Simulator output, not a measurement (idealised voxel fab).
The process module that follows is named voxel local oxidation.
The cross-section shown here is cut; it is 295 nm wide and divided into square cells measuring 5 nm on a side.
Notation: cross-section as square-cell grid; stated in bands, top first, going down; one or more cell rows per band. It is stipulated that each band's entry specify, in nanometres, the height of the top of the band and then that of its bottom, followed by the materials of the band in left-to-right sequence, each together with its width in nanometres. A single material marked by the word "everywhere" is understood to fill the band from edge to edge; the word "empty" is understood to denote empty space. The reference from which all heights are counted is 0, the level beneath which the as-received wafer is entirely one material; the lowest band, having no lower bound, proceeds downward and is written after the example "0 -> down". Graded width ("30->40"): value in top row of band = first number; value in bottom row = second number; row-to-row change constant. Given "remains unaltered" for a step, no cell of the cross-section differs between before and after that step. "Enclosed void list" - sealed voids, min. 8 cells, no opening to top; format: width x height at distance (distance from left edge; nm throughout). On a step's line, text after the settings is the simulator commenting on that step. When a step includes a mask, the "overlay nm" setting on its line states how far to the right of its planned place that mask lay, and negative values state how far to the left.

THE PROCESS STEPS THAT WERE PLANNED ARE LISTED BELOW
1: RECEIVE: material Si
2: CONFORMAL_DEP: material SiO2, thk nm 5
3: CONFORMAL_DEP: material SiN, thk nm 15
4: PATTERN: tone cover, mask id ACTIVE, material resist, width nm 125, thk nm 15, overlay nm 0
5: DIRECTIONAL_ETCH: etch materials SiN, depth nm 15
6: STRIP: etch materials resist
7: SELECTIVE_ETCH: etch materials SiO2, depth nm 5
8: OXIDIZE: depth nm 15
9: STRIP: etch materials SiN

FIRST WAFER OF TWO (RUN AS PLANNED)

SO THIS IS THE INCOMING WAFER IN CROSS-SECTION - IT'S ALREADY BEEN THROUGH STEP 1
> 0 -> down: Si everywhere
> Enclosed void list: none

UPON COMPLETION OF STEP 2, THE WAFER APPEARS IN CROSS-SECTION AS SHOWN
> 5 -> 0: SiO2 everywhere
> Heights below 0 show no change.

UPON COMPLETION OF STEP 3, THE WAFER APPEARS IN CROSS-SECTION AS SHOWN
> 20 -> 5: SiN everywhere
> Heights below 5 show no change.

UPON COMPLETION OF STEP 4, THE WAFER APPEARS IN CROSS-SECTION AS SHOWN
> 35 -> 20: 85 of empty, then 125 of resist, then 85 of empty
> Heights below 20 show no change.

UPON COMPLETION OF STEP 5, THE WAFER APPEARS IN CROSS-SECTION AS SHOWN
> 35 -> 20: 85 of empty, then 125 of resist, then 85 of empty
> 20 -> 5: 85 of empty, then 125 of SiN, then 85 of empty
> Heights below 5 show no change.

UPON COMPLETION OF STEP 6, THE WAFER APPEARS IN CROSS-SECTION AS SHOWN
> 20 -> 5: 85 of empty, then 125 of SiN, then 85 of empty
> Heights below 5 show no change.

UPON COMPLETION OF STEP 7, THE WAFER APPEARS IN CROSS-SECTION AS SHOWN
> 20 -> 5: 85 of empty, then 125 of SiN, then 85 of empty
> 5 -> 0: 90 of empty, then 115 of SiO2, then 90 of empty
> Heights below 0 show no change.

UPON COMPLETION OF STEP 8, THE WAFER APPEARS IN CROSS-SECTION AS SHOWN
> 20 -> 5: 85 of empty, then 125 of SiN, then 85 of empty
> 5 -> 0: 90 of empty, then 115 of SiO2, then 90 of empty
> 0 -> -15: 105 of SiO2, then 85 of Si, then 105 of SiO2
> Heights below -15 show no change.

UPON COMPLETION OF STEP 9, THE WAFER APPEARS IN CROSS-SECTION AS SHOWN
> 5 -> 0: 90 of empty, then 115 of SiO2, then 90 of empty
> Heights below 0 show no change.

REGARDING THE SECOND OF THE TWO WAFERS: IT SHARED THE FIRST WAFER'S STARTING CONDITION AND PROCESS PLAN, YET ONE ERROR OCCURRED DURING ITS EXECUTION. ITS HISTORY COINCIDES WITH THAT OF THE FIRST WAFER UP TO AND INCLUDING STEP 3

THE SECOND WAFER IN CROSS-SECTION, AT THE PLANNED CLOSE OF STEP 4
> 35 -> 20: 80 of empty, then 125 of resist, then 90 of empty
> Heights below 20 show no change.

THE SECOND WAFER IN CROSS-SECTION, AT THE PLANNED CLOSE OF STEP 5
> 35 -> 20: 80 of empty, then 125 of resist, then 90 of empty
> 20 -> 5: 80 of empty, then 125 of SiN, then 90 of empty
> Heights below 5 show no change.

THE SECOND WAFER IN CROSS-SECTION, AT THE PLANNED CLOSE OF STEP 6
> 20 -> 5: 80 of empty, then 125 of SiN, then 90 of empty
> Heights below 5 show no change.

THE SECOND WAFER IN CROSS-SECTION, AT THE PLANNED CLOSE OF STEP 7
> 20 -> 5: 80 of empty, then 125 of SiN, then 90 of empty
> 5 -> 0: 85 of empty, then 115 of SiO2, then 95 of empty
> Heights below 0 show no change.

THE SECOND WAFER IN CROSS-SECTION, AT THE PLANNED CLOSE OF STEP 8
> 20 -> 5: 80 of empty, then 125 of SiN, then 90 of empty
> 5 -> 0: 85 of empty, then 115 of SiO2, then 95 of empty
> 0 -> -15: 100 of SiO2, then 85 of Si, then 110 of SiO2
> Heights below -15 show no change.

THE SECOND WAFER IN CROSS-SECTION, AT THE PLANNED CLOSE OF STEP 9
> 5 -> 0: 85 of empty, then 115 of SiO2, then 95 of empty
> Heights below 0 show no change.
It is concluded that the wafer was processed incorrectly with respect to the plan, in that rather than as planned, step 4 actually ran as PATTERN: tone cover, mask id ACTIVE, material resist, width nm 125, thk nm 15, overlay nm -5
When the process is done, the second wafer contains the same cell count of every material as the first wafer, but distributed over other locations.
